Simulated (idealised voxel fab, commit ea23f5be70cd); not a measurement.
process module | voxel ribs on slabs
cross-section cut | 265 nm wide | cells 5 nm
A cross-section is a grid of square cells, given in bands from the top down. A band is one or more rows of cells.
Each band's line starts with the height of the band's top and of its bottom, in nm. Then come its materials from left to right, each with its width in nm. One material with "throughout" fills the band from edge to edge. "air" is empty space.
Height 0 is the level under which the wafer as received is all one material. The lowest band goes on downwards, as in "0 down".
A width such as "30 to 40" changes by the same amount from each row of cells to the next, from the band's top row to its bottom row.
"no change" after a step means that no cell of the cross-section changed.
closed voids: empty space of 8 cells or more with no open way to the top, each as width x height at its distance from the left edge, in nm
after a step's settings: what the simulator itself notes on the step
overlay nm, on a step with a mask: how far to the right of its planned place the mask lay; to the left if negative
plan
1 op RECEIVE | material Si
2 op DIRECTIONAL_DEP | material SiO2 | thk nm 20
3 op DIRECTIONAL_DEP | material polySi | thk nm 15
4 op PATTERN | tone cover | mask id RIB | material resist | width nm 30 | thk nm 15 | overlay nm 0
5 op DIRECTIONAL_ETCH | etch materials polySi | depth nm 5
6 op STRIP | etch materials resist
7 op PATTERN | tone cover | mask id SLAB | material resist | width nm 80 | thk nm 20 | overlay nm 0
8 op DIRECTIONAL_ETCH | etch materials polySi | depth nm 10
9 op STRIP | etch materials resist
10 op FILL_DEP | material SiO2 | thk nm 20
11 op CMP | height nm 50
12 op DIRECTIONAL_DEP | material TiN | thk nm 5
13 op DIRECTIONAL_DEP | material aC | thk nm 10
14 op PATTERN | tone cover | mask id HEATER | material resist | width nm 40 | thk nm 25 | overlay nm 0
15 op DIRECTIONAL_ETCH | etch materials aC | depth nm 10
16 op STRIP | etch materials resist
17 op DIRECTIONAL_ETCH | etch materials TiN | depth nm 5
18 op STRIP | etch materials aC
19 op CONFORMAL_DEP | material SiN | thk nm 5
as received, after step 1
  0 down: Si throughout
  closed voids: none
first wafer at the end, as planned
  60 to 55: air 105 | SiN 50 | air 110
  55 to 50: SiN 110 | TiN 40 | SiN 115
  50 to 35: SiO2 throughout
  35 to 30: SiO2 115 | polySi 30 | SiO2 120
  30 to 20: SiO2 90 | polySi 80 | SiO2 95
  20 to 0: SiO2 throughout
  0 down: Si throughout
  closed voids: none
second wafer at the end: like start, like plan, one mistake
  55 to 50: air 110 | TiN 40 | air 115
  50 to 35: SiO2 throughout
  35 to 30: SiO2 115 | polySi 30 | SiO2 120
  30 to 20: SiO2 90 | polySi 80 | SiO2 95
  20 to 0: SiO2 throughout
  0 down: Si throughout
  closed voids: none
what went wrong: step 19 was left out
at the end the second wafer has, in cells: 55 fewer of SiN
